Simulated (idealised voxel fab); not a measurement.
Presented below is a process module, voxel transistor to metal.
Square cell edge 5 nm, section width 280 nm, ID cut.
Just so we're on the same page, the cross-sections are grids of square cells, and they're listed out in bands top to bottom, each band one or more rows deep. Band entry format. Leading values: height of top, height of bottom, nm. Remainder: materials in left-to-right order, each with its width in nm. Special words: "full width" on a single material, which then fills the band edge to edge; "empty", empty space. The reference from which all heights are counted is 0, the level beneath which the as-received wafer is entirely one material; the lowest band, having no lower bound, proceeds downward and is written after the example "top 0, no bottom". You'd read "30 to 40" like this: the band's top row of cells is as wide as the first number, its bottom row is as wide as the second, and going down, every row changes width by the same amount as the row before did. The cross-section has no changed cell in any step marked "changes: none". This entry, "Enclosed void listing", enumerates those empty regions of no fewer than 8 cells that possess no open connection to the top. Each region is reported in the form width x height at distance, the distance being taken from the left edge, with all three quantities expressed in nm. What comes after the settings on a step's line is commentary from the simulator itself on that step. For masked steps, "overlay nm" on the step line gives how far right of plan the mask actually lay; a minus sign means it lay to the left. If you're wondering how to read the rest of this, here's the deal. It's pairs of cross-sections: one from before a process step, one from after it. The after one is only drawn as far down as the lowest band that changed. Right under each pair you'll see which step sits between them and what its settings were. Don't read the pairs as one continuous story, though. They can come from different runs of this module on the same starting wafer, and a pair only carries on from the one above it where its entry headed "Prior state" says so.
[Prior state]
	top 15, bottom 10: empty 45, then SiN 10, then empty 30, then SiN 10, then empty 90, then SiN 10, then empty 30, then SiN 10, then empty 45
	top 10, bottom 0: SiO2 45, then SiN 10, then empty 30, then SiN 10, then SiO2 90, then SiN 10, then empty 30, then SiN 10, then SiO2 45
	top 0, bottom -5: SiO2 10, then SiN 10, then SiO2 25, then SiN 10, then empty 30, then SiN 10, then SiO2 25, then SiN 10, then SiO2 20, then SiN 10, then SiO2 25, then SiN 10, then empty 30, then SiN 10, then SiO2 25, then SiN 10, then SiO2 10
	top -5, bottom -10: SiO2 20, then pSi 5, then SiO2 15, then pSi 5, then SiO2 5, then empty 40, then SiO2 5, then pSi 5, then SiO2 15, then pSi 5, then SiO2 40, then pSi 5, then SiO2 15, then pSi 5, then SiO2 5, then empty 40, then SiO2 5, then pSi 5, then SiO2 15, then pSi 5, then SiO2 20
	top -10, bottom -15: SiO2 15, then Si 5, then pSi 25, then Si 50, then pSi 25, then Si 5, then SiO2 30, then Si 5, then pSi 25, then Si 50, then pSi 25, then Si 5, then SiO2 15
	top -15, bottom -55: SiO2 15, then Si 110, then SiO2 30, then Si 110, then SiO2 15
	top -55, no bottom: Si full width
	Enclosed void listing: none
[Sectional Result]
	top 20, bottom 15: empty 40, then HfO2 20, then empty 20, then HfO2 20, then empty 80, then HfO2 20, then empty 20, then HfO2 20, then empty 40
	top 15, bottom 10: HfO2 45, then SiN 10, then HfO2 5, then empty 20, then HfO2 5, then SiN 10, then HfO2 90, then SiN 10, then HfO2 5, then empty 20, then HfO2 5, then SiN 10, then HfO2 45
	top 10, bottom 0: SiO2 45, then SiN 10, then HfO2 5, then empty 20, then HfO2 5, then SiN 10, then SiO2 90, then SiN 10, then HfO2 5, then empty 20, then HfO2 5, then SiN 10, then SiO2 45
	top 0, bottom -5: SiO2 10, then SiN 10, then SiO2 25, then SiN 10, then HfO2 5, then empty 20, then HfO2 5, then SiN 10, then SiO2 25, then SiN 10, then SiO2 20, then SiN 10, then SiO2 25, then SiN 10, then HfO2 5, then empty 20, then HfO2 5, then SiN 10, then SiO2 25, then SiN 10, then SiO2 10
	top -5, bottom -10: SiO2 20, then pSi 5, then SiO2 15, then pSi 5, then SiO2 5, then HfO2 40, then SiO2 5, then pSi 5, then SiO2 15, then pSi 5, then SiO2 40, then pSi 5, then SiO2 15, then pSi 5, then SiO2 5, then HfO2 40, then SiO2 5, then pSi 5, then SiO2 15, then pSi 5, then SiO2 20
	Unchanged below -10.
	Enclosed void listing: none
the step between: CONFORMAL_DEP, material HfO2, thk nm 5
Prior state: carried over from the after image of the pair right above.
[Sectional Result]
	top 25, bottom 20: empty 35, then TiN 30, then empty 10, then TiN 30, then empty 70, then TiN 30, then empty 10, then TiN 30, then empty 35
	top 20, bottom 15: TiN 40, then HfO2 20, then TiN 5, then empty 10, then TiN 5, then HfO2 20, then TiN 80, then HfO2 20, then TiN 5, then empty 10, then TiN 5, then HfO2 20, then TiN 40
	top 15, bottom 10: HfO2 45, then SiN 10, then HfO2 5, then TiN 5, then empty 10, then TiN 5, then HfO2 5, then SiN 10, then HfO2 90, then SiN 10, then HfO2 5, then TiN 5, then empty 10, then TiN 5, then HfO2 5, then SiN 10, then HfO2 45
	top 10, bottom 0: SiO2 45, then SiN 10, then HfO2 5, then TiN 5, then empty 10, then TiN 5, then HfO2 5, then SiN 10, then SiO2 90, then SiN 10, then HfO2 5, then TiN 5, then empty 10, then TiN 5, then HfO2 5, then SiN 10, then SiO2 45
	top 0, bottom -5: SiO2 10, then SiN 10, then SiO2 25, then SiN 10, then HfO2 5, then TiN 20, then HfO2 5, then SiN 10, then SiO2 25, then SiN 10, then SiO2 20, then SiN 10, then SiO2 25, then SiN 10, then HfO2 5, then TiN 20, then HfO2 5, then SiN 10, then SiO2 25, then SiN 10, then SiO2 10
	Unchanged below -5.
	Enclosed void listing: none
the step between: CONFORMAL_DEP, material TiN, thk nm 5
Prior state: carried over from the after image of the pair right above.
[Sectional Result]
	top 30, bottom 25: W full width
	top 25, bottom 20: W 35, then TiN 30, then W 10, then TiN 30, then W 70, then TiN 30, then W 10, then TiN 30, then W 35
	top 20, bottom 15: TiN 40, then HfO2 20, then TiN 5, then W 10, then TiN 5, then HfO2 20, then TiN 80, then HfO2 20, then TiN 5, then W 10, then TiN 5, then HfO2 20, then TiN 40
	top 15, bottom 10: HfO2 45, then SiN 10, then HfO2 5, then TiN 5, then W 10, then TiN 5, then HfO2 5, then SiN 10, then HfO2 90, then SiN 10, then HfO2 5, then TiN 5, then W 10, then TiN 5, then HfO2 5, then SiN 10, then HfO2 45
	top 10, bottom 0: SiO2 45, then SiN 10, then HfO2 5, then TiN 5, then W 10, then TiN 5, then HfO2 5, then SiN 10, then SiO2 90, then SiN 10, then HfO2 5, then TiN 5, then W 10, then TiN 5, then HfO2 5, then SiN 10, then SiO2 45
	Unchanged below 0.
	Enclosed void listing: none
the step between: FILL_DEP, material W, thk nm 5
Prior state: carried over from the after image of the pair right above.
[Sectional Result]
	top 10, bottom 0: SiO2 45, then SiN 10, then HfO2 5, then TiN 5, then W 10, then TiN 5, then HfO2 5, then SiN 10, then SiO2 90, then SiN 10, then HfO2 5, then TiN 5, then W 10, then TiN 5, then HfO2 5, then SiN 10, then SiO2 45
	Unchanged below 0.
	Enclosed void listing: none
the step between: CMP, height nm 10
Prior state: carried over from the after image of the pair right above.
[Sectional Result]
	top 25, bottom 10: SiO2 full width
	Unchanged below 10.
	Enclosed void listing: none
the step between: DIRECTIONAL_DEP, material SiO2, thk nm 15
Prior state: carried over from the after image of the pair right above.
[Sectional Result]
	top 35, bottom 25: aC full width
	Unchanged below 25.
	Enclosed void listing: none
the step between: DIRECTIONAL_DEP, material aC, thk nm 10
Prior state: carried over from the after image of the pair right above.
[Sectional Result]
	top 60, bottom 35: resist 20, then empty 20, then resist 60, then empty 20, then resist 40, then empty 20, then resist 60, then empty 20, then resist 20
	Unchanged below 35.
	Enclosed void listing: none
the step between: PATTERN, tone open, mask id CONTACT, material resist, width nm 20, thk nm 25, overlay nm 0
Prior state: carried over from the after image of the pair right above.
[Sectional Result]
	top 50, bottom 35: resist 20, then empty 20, then resist 60, then empty 20, then resist 40, then empty 20, then resist 60, then empty 20, then resist 20
	top 35, bottom 25: aC 20, then empty 20, then aC 60, then empty 20, then aC 40, then empty 20, then aC 60, then empty 20, then aC 20
	Unchanged below 25.
	Enclosed void listing: none
the step between: DIRECTIONAL_ETCH, etch materials aC, depth nm 10
Prior state: carried over from the after image of the pair right above.
[Sectional Result]
	top 35, bottom 25: aC 20, then empty 20, then aC 60, then empty 20, then aC 40, then empty 20, then aC 60, then empty 20, then aC 20
	Unchanged below 25.
	Enclosed void listing: none
the step between: STRIP, etch materials resist
Prior state: carried over from the after image of the pair right above.
[Sectional Result]
	top 35, bottom 25: aC 20, then empty 20, then aC 60, then empty 20, then aC 40, then empty 20, then aC 60, then empty 20, then aC 20
	top 25, bottom 10: SiO2 20, then empty 20, then SiO2 60, then empty 20, then SiO2 40, then empty 20, then SiO2 60, then empty 20, then SiO2 20
	top 10, bottom 0: SiO2 20, then empty 20, then SiO2 5, then SiN 10, then HfO2 5, then TiN 5, then W 10, then TiN 5, then HfO2 5, then SiN 10, then SiO2 5, then empty 20, then SiO2 40, then empty 20, then SiO2 5, then SiN 10, then HfO2 5, then TiN 5, then W 10, then TiN 5, then HfO2 5, then SiN 10, then SiO2 5, then empty 20, then SiO2 20
	top 0, bottom -5: SiO2 10, then SiN 10, then empty 20, then SiO2 5, then SiN 10, then HfO2 5, then TiN 20, then HfO2 5, then SiN 10, then SiO2 5, then empty 20, then SiN 10, then SiO2 20, then SiN 10, then empty 20, then SiO2 5, then SiN 10, then HfO2 5, then TiN 20, then HfO2 5, then SiN 10, then SiO2 5, then empty 20, then SiN 10, then SiO2 10
	top -5, bottom -10: SiO2 20, then pSi 5, then empty 15, then pSi 5, then SiO2 5, then HfO2 40, then SiO2 5, then pSi 5, then empty 15, then pSi 5, then SiO2 40, then pSi 5, then empty 15, then pSi 5, then SiO2 5, then HfO2 40, then SiO2 5, then pSi 5, then empty 15, then pSi 5, then SiO2 20
	Unchanged below -10.
	Enclosed void listing: none
the step between: DIRECTIONAL_ETCH, etch materials SiO2, depth nm 35
Prior state: carried over from the after image of the pair right above.
[Sectional Result]
	top 25, bottom 10: SiO2 20, then empty 20, then SiO2 60, then empty 20, then SiO2 40, then empty 20, then SiO2 60, then empty 20, then SiO2 20
	Unchanged below 10.
	Enclosed void listing: none
the step between: STRIP, etch materials aC
Prior state: carried over from the after image of the pair right above.
[Sectional Result]
	top 30, bottom 25: TiN 25, then empty 10, then TiN 70, then empty 10, then TiN 50, then empty 10, then TiN 70, then empty 10, then TiN 25
	top 25, bottom 10: SiO2 20, then TiN 5, then empty 10, then TiN 5, then SiO2 60, then TiN 5, then empty 10, then TiN 5, then SiO2 40, then TiN 5, then empty 10, then TiN 5, then SiO2 60, then TiN 5, then empty 10, then TiN 5, then SiO2 20
	top 10, bottom 0: SiO2 20, then TiN 5, then empty 10, then TiN 5, then SiO2 5, then SiN 10, then HfO2 5, then TiN 5, then W 10, then TiN 5, then HfO2 5, then SiN 10, then SiO2 5, then TiN 5, then empty 10, then TiN 5, then SiO2 40, then TiN 5, then empty 10, then TiN 5, then SiO2 5, then SiN 10, then HfO2 5, then TiN 5, then W 10, then TiN 5, then HfO2 5, then SiN 10, then SiO2 5, then TiN 5, then empty 10, then TiN 5, then SiO2 20
	top 0, bottom -5: SiO2 10, then SiN 10, then TiN 10, then empty 5, then TiN 5, then SiO2 5, then SiN 10, then HfO2 5, then TiN 20, then HfO2 5, then SiN 10, then SiO2 5, then TiN 5, then empty 5, then TiN 10, then SiN 10, then SiO2 20, then SiN 10, then TiN 10, then empty 5, then TiN 5, then SiO2 5, then SiN 10, then HfO2 5, then TiN 20, then HfO2 5, then SiN 10, then SiO2 5, then TiN 5, then empty 5, then TiN 10, then SiN 10, then SiO2 10
	top -5, bottom -10: SiO2 20, then pSi 5, then TiN 15, then pSi 5, then SiO2 5, then HfO2 40, then SiO2 5, then pSi 5, then TiN 15, then pSi 5, then SiO2 40, then pSi 5, then TiN 15, then pSi 5, then SiO2 5, then HfO2 40, then SiO2 5, then pSi 5, then TiN 15, then pSi 5, then SiO2 20
	Unchanged below -10.
	Enclosed void listing: none
the step between: CONFORMAL_DEP, material TiN, thk nm 5
Prior state: carried over from the after image of the pair right above.
[Sectional Result]
	top 40, bottom 30: W full width
	top 30, bottom 25: TiN 25, then W 10, then TiN 70, then W 10, then TiN 50, then W 10, then TiN 70, then W 10, then TiN 25
	top 25, bottom 10: SiO2 20, then TiN 5, then W 10, then TiN 5, then SiO2 60, then TiN 5, then W 10, then TiN 5, then SiO2 40, then TiN 5, then W 10, then TiN 5, then SiO2 60, then TiN 5, then W 10, then TiN 5, then SiO2 20
	top 10, bottom 0: SiO2 20, then TiN 5, then W 10, then TiN 5, then SiO2 5, then SiN 10, then HfO2 5, then TiN 5, then W 10, then TiN 5, then HfO2 5, then SiN 10, then SiO2 5, then TiN 5, then W 10, then TiN 5, then SiO2 40, then TiN 5, then W 10, then TiN 5, then SiO2 5, then SiN 10, then HfO2 5, then TiN 5, then W 10, then TiN 5, then HfO2 5, then SiN 10, then SiO2 5, then TiN 5, then W 10, then TiN 5, then SiO2 20
	top 0, bottom -5: SiO2 10, then SiN 10, then TiN 10, then W 5, then TiN 5, then SiO2 5, then SiN 10, then HfO2 5, then TiN 20, then HfO2 5, then SiN 10, then SiO2 5, then TiN 5, then W 5, then TiN 10, then SiN 10, then SiO2 20, then SiN 10, then TiN 10, then W 5, then TiN 5, then SiO2 5, then SiN 10, then HfO2 5, then TiN 20, then HfO2 5, then SiN 10, then SiO2 5, then TiN 5, then W 5, then TiN 10, then SiN 10, then SiO2 10
	Unchanged below -5.
	Enclosed void listing: none
the step between: FILL_DEP, material W, thk nm 10
Prior state: carried over from the after image of the pair right above.
[Sectional Result]
	top 25, bottom 10: SiO2 20, then TiN 5, then W 10, then TiN 5, then SiO2 60, then TiN 5, then W 10, then TiN 5, then SiO2 40, then TiN 5, then W 10, then TiN 5, then SiO2 60, then TiN 5, then W 10, then TiN 5, then SiO2 20
	Unchanged below 10.
	Enclosed void listing: none
the step between: CMP, height nm 25
Prior state: carried over from the after image of the pair right above.
[Sectional Result]
	top 30, bottom 25: SiN full width
	Unchanged below 25.
	Enclosed void listing: none
the step between: CONFORMAL_DEP, material SiN, thk nm 5
Prior state: carried over from the after image of the pair right above.
[Sectional Result]
	top 50, bottom 30: SiO2 full width
	Unchanged below 30.
	Enclosed void listing: none
the step between: DIRECTIONAL_DEP, material SiO2, thk nm 20
Prior state: carried over from the after image of the pair right above.
[Sectional Result]
	top 65, bottom 50: aC full width
	Unchanged below 50.
	Enclosed void listing: none
the step between: DIRECTIONAL_DEP, material aC, thk nm 15
Prior state: carried over from the after image of the pair right above.
[Sectional Result]
	top 100, bottom 65: resist 20, then empty 20, then resist 60, then empty 20, then resist 40, then empty 20, then resist 60, then empty 20, then resist 20
	Unchanged below 65.
	Enclosed void listing: none
the step between: PATTERN, tone open, mask id METAL_1, material resist, width nm 20, thk nm 35, overlay nm 0
Prior state: carried over from the after image of the pair right above.
[Sectional Result]
	top 85, bottom 65: resist 20, then empty 20, then resist 60, then empty 20, then resist 40, then empty 20, then resist 60, then empty 20, then resist 20
	top 65, bottom 50: aC 20, then empty 20, then aC 60, then empty 20, then aC 40, then empty 20, then aC 60, then empty 20, then aC 20
	Unchanged below 50.
	Enclosed void listing: none
the step between: DIRECTIONAL_ETCH, etch materials aC, depth nm 15
Prior state: carried over from the after image of the pair right above.
[Sectional Result]
	top 65, bottom 50: aC 20, then empty 20, then aC 60, then empty 20, then aC 40, then empty 20, then aC 60, then empty 20, then aC 20
	Unchanged below 50.
	Enclosed void listing: none
the step between: STRIP, etch materials resist
Prior state: carried over from the after image of the pair right above.
[Sectional Result]
	top 65, bottom 50: aC 20, then empty 20, then aC 60, then empty 20, then aC 40, then empty 20, then aC 60, then empty 20, then aC 20
	top 50, bottom 30: SiO2 20, then empty 20, then SiO2 60, then empty 20, then SiO2 40, then empty 20, then SiO2 60, then empty 20, then SiO2 20
	Unchanged below 30.
	Enclosed void listing: none
the step between: DIRECTIONAL_ETCH, etch materials SiO2, depth nm 20
Prior state: carried over from the after image of the pair right above.
[Sectional Result]
	top 65, bottom 50: aC 20, then empty 20, then aC 60, then empty 20, then aC 40, then empty 20, then aC 60, then empty 20, then aC 20
	top 50, bottom 30: SiO2 20, then empty 20, then SiO2 60, then empty 20, then SiO2 40, then empty 20, then SiO2 60, then empty 20, then SiO2 20
	top 30, bottom 25: SiN 20, then empty 20, then SiN 60, then empty 20, then SiN 40, then empty 20, then SiN 60, then empty 20, then SiN 20
	Unchanged below 25.
	Enclosed void listing: none
the step between: DIRECTIONAL_ETCH, etch materials SiN, depth nm 5
Prior state: carried over from the after image of the pair right above.
[Sectional Result]
	top 50, bottom 30: SiO2 20, then empty 20, then SiO2 60, then empty 20, then SiO2 40, then empty 20, then SiO2 60, then empty 20, then SiO2 20
	Unchanged below 30.
	Enclosed void listing: none
the step between: STRIP, etch materials aC
Prior state: carried over from the after image of the pair right above.
[Sectional Result]
	top 55, bottom 50: TiN 25, then empty 10, then TiN 70, then empty 10, then TiN 50, then empty 10, then TiN 70, then empty 10, then TiN 25
	top 50, bottom 30: SiO2 20, then TiN 5, then empty 10, then TiN 5, then SiO2 60, then TiN 5, then empty 10, then TiN 5, then SiO2 40, then TiN 5, then empty 10, then TiN 5, then SiO2 60, then TiN 5, then empty 10, then TiN 5, then SiO2 20
	top 30, bottom 25: SiN 20, then TiN 20, then SiN 60, then TiN 20, then SiN 40, then TiN 20, then SiN 60, then TiN 20, then SiN 20
	Unchanged below 25.
	Enclosed void listing: none
the step between: CONFORMAL_DEP, material TiN, thk nm 5
Prior state: carried over from the after image of the pair right above.
[Sectional Result]
	top 60, bottom 55: Cu full width
	top 55, bottom 50: TiN 25, then Cu 10, then TiN 70, then Cu 10, then TiN 50, then Cu 10, then TiN 70, then Cu 10, then TiN 25
	top 50, bottom 30: SiO2 20, then TiN 5, then Cu 10, then TiN 5, then SiO2 60, then TiN 5, then Cu 10, then TiN 5, then SiO2 40, then TiN 5, then Cu 10, then TiN 5, then SiO2 60, then TiN 5, then Cu 10, then TiN 5, then SiO2 20
	Unchanged below 30.
	Enclosed void listing: none
the step between: FILL_DEP, material Cu, thk nm 5
Prior state: carried over from the after image of the pair right above.
[Sectional Result]
	top 50, bottom 30: SiO2 20, then TiN 5, then Cu 10, then TiN 5, then SiO2 60, then TiN 5, then Cu 10, then TiN 5, then SiO2 40, then TiN 5, then Cu 10, then TiN 5, then SiO2 60, then TiN 5, then Cu 10, then TiN 5, then SiO2 20
	Unchanged below 30.
	Enclosed void listing: none
the step between: CMP, height nm 50
Prior state: carried over from the after image of the pair right above.
[Sectional Result]
	top 55, bottom 50: empty 15, then Ru 30, then empty 50, then Ru 30, then empty 30, then Ru 30, then empty 50, then Ru 30, then empty 15
	Unchanged below 50.
	Enclosed void listing: none
the step between: EPI, material Ru, thk nm 5
Prior state: carried over from the after image of the pair right above.
[Sectional Result]
	top 60, bottom 55: SiCN full width
	top 55, bottom 50: SiCN 15, then Ru 30, then SiCN 50, then Ru 30, then SiCN 30, then Ru 30, then SiCN 50, then Ru 30, then SiCN 15
	Unchanged below 50.
	Enclosed void listing: none
the step between: FILL_DEP, material SiCN, thk nm 5
Prior state: carried over from the after image of the pair right above.
[Sectional Result]
	top 90, bottom 60: lowk full width
	Unchanged below 60.
	Enclosed void listing: none
the step between: DIRECTIONAL_DEP, material lowk, thk nm 30
Prior state: carried over from the after image of the pair right above.
[Sectional Result]
	top 90, bottom 60: lowk 20, then empty 15, then lowk 125, then empty 15, then lowk 105
	Unchanged below 60.
	Enclosed void listing: none
the step between: MASKED_ETCH, tone open, mask id METAL_2_HOLES, width nm 15, pitch nm 140, etch materials lowk, depth nm 30, overlay nm 0
Prior state: carried over from the after image of the pair right above.
[Sectional Result]
	top 105, bottom 90: resist 20, then empty 20, then resist 120, then empty 20, then resist 100
	Unchanged below 90.
	Enclosed void listing: none
the step between: PATTERN, tone open, mask id METAL_2, material resist, width nm 20, pitch nm 140, thk nm 15, overlay nm 0
Prior state: carried over from the after image of the pair right above.
[Sectional Result]
	top 105, bottom 90: resist 20, then empty 20, then resist 120, then empty 20, then resist 100
	top 90, bottom 75: lowk 20, then empty 20, then lowk 120, then empty 20, then lowk 100
	Unchanged below 75.
	Enclosed void listing: none
the step between: DIRECTIONAL_ETCH, etch materials lowk, depth nm 15
Prior state: carried over from the after image of the pair right above.
[Sectional Result]
	top 105, bottom 90: resist 20, then empty 20, then resist 120, then empty 20, then resist 100
	top 90, bottom 75: lowk 20, then empty 20, then lowk 120, then empty 20, then lowk 100
	top 75, bottom 60: lowk 20, then empty 15, then lowk 125, then empty 15, then lowk 105
	top 60, bottom 55: SiCN 20, then empty 15, then SiCN 125, then empty 15, then SiCN 105
	Unchanged below 55.
	Enclosed void listing: none
the step between: DIRECTIONAL_ETCH, etch materials SiCN, depth nm 5
Prior state: carried over from the after image of the pair right above.
[Sectional Result]
	top 90, bottom 75: lowk 20, then empty 20, then lowk 120, then empty 20, then lowk 100
	Unchanged below 75.
	Enclosed void listing: none
the step between: STRIP, etch materials resist
Prior state: carried over from the after image of the pair right above.
[Sectional Result]
	top 95, bottom 90: TiN 25, then empty 10, then TiN 130, then empty 10, then TiN 105
	top 90, bottom 80: lowk 20, then TiN 5, then empty 10, then TiN 5, then lowk 120, then TiN 5, then empty 10, then TiN 5, then lowk 100
	top 80, bottom 75: lowk 20, then TiN 5, then empty 5, then TiN 10, then lowk 120, then TiN 5, then empty 5, then TiN 10, then lowk 100
	top 75, bottom 60: lowk 20, then TiN 5, then empty 5, then TiN 5, then lowk 125, then TiN 5, then empty 5, then TiN 5, then lowk 105
	top 60, bottom 55: SiCN 20, then TiN 15, then SiCN 125, then TiN 15, then SiCN 105
	Unchanged below 55.
	Enclosed void listing: none
the step between: CONFORMAL_DEP, material TiN, thk nm 5
Prior state: carried over from the after image of the pair right above.
[Sectional Result]
	top 100, bottom 95: Cu full width
	top 95, bottom 90: TiN 25, then Cu 10, then TiN 130, then Cu 10, then TiN 105
	top 90, bottom 80: lowk 20, then TiN 5, then Cu 10, then TiN 5, then lowk 120, then TiN 5, then Cu 10, then TiN 5, then lowk 100
	top 80, bottom 75: lowk 20, then TiN 5, then Cu 5, then TiN 10, then lowk 120, then TiN 5, then Cu 5, then TiN 10, then lowk 100
	top 75, bottom 60: lowk 20, then TiN 5, then Cu 5, then TiN 5, then lowk 125, then TiN 5, then Cu 5, then TiN 5, then lowk 105
	Unchanged below 60.
	Enclosed void listing: none
the step between: FILL_DEP, material Cu, thk nm 5
Prior state: carried over from the after image of the pair right above.
[Sectional Result]
	top 90, bottom 80: lowk 20, then TiN 5, then Cu 10, then TiN 5, then lowk 120, then TiN 5, then Cu 10, then TiN 5, then lowk 100
	Unchanged below 80.
	Enclosed void listing: none
the step between: CMP, height nm 90
Prior state: carried over from the after image of the pair right above.
[Sectional Result]
	top 95, bottom 90: SiCN full width
	Unchanged below 90.
	Enclosed void listing: none
the step between: CONFORMAL_DEP, material SiCN, thk nm 5
[Prior state]
	top 85, bottom 80: empty 15, then lowk 30, then empty 50, then lowk 30, then empty 30, then lowk 30, then empty 50, then lowk 30, then empty 15
	top 80, bottom 55: lowk full width
	top 55, bottom 50: lowk 15, then Ru 30, then lowk 50, then Ru 30, then lowk 30, then Ru 30, then lowk 50, then Ru 30, then lowk 15
	top 50, bottom 30: SiO2 20, then TiN 5, then Cu 10, then TiN 5, then SiO2 60, then TiN 5, then Cu 10, then TiN 5, then SiO2 40, then TiN 5, then Cu 10, then TiN 5, then SiO2 60, then TiN 5, then Cu 10, then TiN 5, then SiO2 20
	top 30, bottom 25: SiN 20, then TiN 20, then SiN 60, then TiN 20, then SiN 40, then TiN 20, then SiN 60, then TiN 20, then SiN 20
	top 25, bottom 10: SiO2 20, then TiN 5, then W 10, then TiN 5, then SiO2 60, then TiN 5, then W 10, then TiN 5, then SiO2 40, then TiN 5, then W 10, then TiN 5, then SiO2 60, then TiN 5, then W 10, then TiN 5, then SiO2 20
	top 10, bottom 0: SiO2 20, then TiN 5, then W 10, then TiN 5, then SiO2 5, then SiN 10, then HfO2 5, then TiN 5, then W 10, then TiN 5, then HfO2 5, then SiN 10, then SiO2 5, then TiN 5, then W 10, then TiN 5, then SiO2 40, then TiN 5, then W 10, then TiN 5, then SiO2 5, then SiN 10, then HfO2 5, then TiN 5, then W 10, then TiN 5, then HfO2 5, then SiN 10, then SiO2 5, then TiN 5, then W 10, then TiN 5, then SiO2 20
	top 0, bottom -5: SiO2 10, then SiN 10, then TiN 10, then W 5, then TiN 5, then SiO2 5, then SiN 10, then HfO2 5, then TiN 20, then HfO2 5, then SiN 10, then SiO2 5, then TiN 5, then W 5, then TiN 10, then SiN 10, then SiO2 20, then SiN 10, then TiN 10, then W 5, then TiN 5, then SiO2 5, then SiN 10, then HfO2 5, then TiN 20, then HfO2 5, then SiN 10, then SiO2 5, then TiN 5, then W 5, then TiN 10, then SiN 10, then SiO2 10
	top -5, bottom -10: SiO2 20, then pSi 5, then TiN 15, then pSi 5, then SiO2 5, then HfO2 40, then SiO2 5, then pSi 5, then TiN 15, then pSi 5, then SiO2 40, then pSi 5, then TiN 15, then pSi 5, then SiO2 5, then HfO2 40, then SiO2 5, then pSi 5, then TiN 15, then pSi 5, then SiO2 20
	top -10, bottom -15: SiO2 15, then Si 5, then pSi 25, then Si 50, then pSi 25, then Si 5, then SiO2 30, then Si 5, then pSi 25, then Si 50, then pSi 25, then Si 5, then SiO2 15
	top -15, bottom -30: SiO2 15, then Si 110, then SiO2 30, then Si 110, then SiO2 15
	top -30, no bottom: Si full width
	Enclosed void listing: none
[Sectional Result]
	top 90, bottom 85: SiCN full width
	top 85, bottom 80: SiCN 15, then lowk 30, then SiCN 50, then lowk 30, then SiCN 30, then lowk 30, then SiCN 50, then lowk 30, then SiCN 15
	Unchanged below 80.
	Enclosed void listing: none
the step between: FILL_DEP, material SiCN, thk nm 5
Prior state: carried over from the after image of the pair right above.
[Sectional Result]
	top 105, bottom 90: resist 20, then empty 20, then resist 120, then empty 20, then resist 100
	Unchanged below 90.
	Enclosed void listing: none
the step between: PATTERN, tone open, mask id METAL_2, material resist, width nm 20, pitch nm 140, thk nm 15, overlay nm 0
Prior state: carried over from the after image of the pair right above.
[Sectional Result]
	top 105, bottom 90: resist 20, then empty 20, then resist 120, then empty 20, then resist 100
	top 90, bottom 85: SiCN 20, then empty 20, then SiCN 120, then empty 20, then SiCN 100
	Unchanged below 85.
	Enclosed void listing: none
the step between: DIRECTIONAL_ETCH, etch materials SiCN, depth nm 5
Prior state: carried over from the after image of the pair right above.
[Sectional Result]
	top 90, bottom 85: SiCN 20, then empty 20, then SiCN 120, then empty 20, then SiCN 100
	Unchanged below 85.
	Enclosed void listing: none
the step between: STRIP, etch materials resist
Prior state: carried over from the after image of the pair right above.
[Sectional Result]
	top 95, bottom 90: TiN 25, then empty 10, then TiN 130, then empty 10, then TiN 105
	top 90, bottom 85: SiCN 20, then TiN 20, then SiCN 120, then TiN 20, then SiCN 100
	Unchanged below 85.
	Enclosed void listing: none
the step between: CONFORMAL_DEP, material TiN, thk nm 5
Prior state: carried over from the after image of the pair right above.
[Sectional Result]
	top 100, bottom 95: Cu full width
	top 95, bottom 90: TiN 25, then Cu 10, then TiN 130, then Cu 10, then TiN 105
	Unchanged below 90.
	Enclosed void listing: none
the step between: FILL_DEP, material Cu, thk nm 5
Prior state: carried over from the after image of the pair right above.
[Sectional Result]
	top 90, bottom 85: SiCN 20, then TiN 20, then SiCN 120, then TiN 20, then SiCN 100
	Unchanged below 85.
	Enclosed void listing: none
the step between: CMP, height nm 90
Prior state: carried over from the after image of the pair right above.
[Sectional Result]
	top 95, bottom 90: SiCN full width
	Unchanged below 90.
	Enclosed void listing: none
the step between: CONFORMAL_DEP, material SiCN, thk nm 5
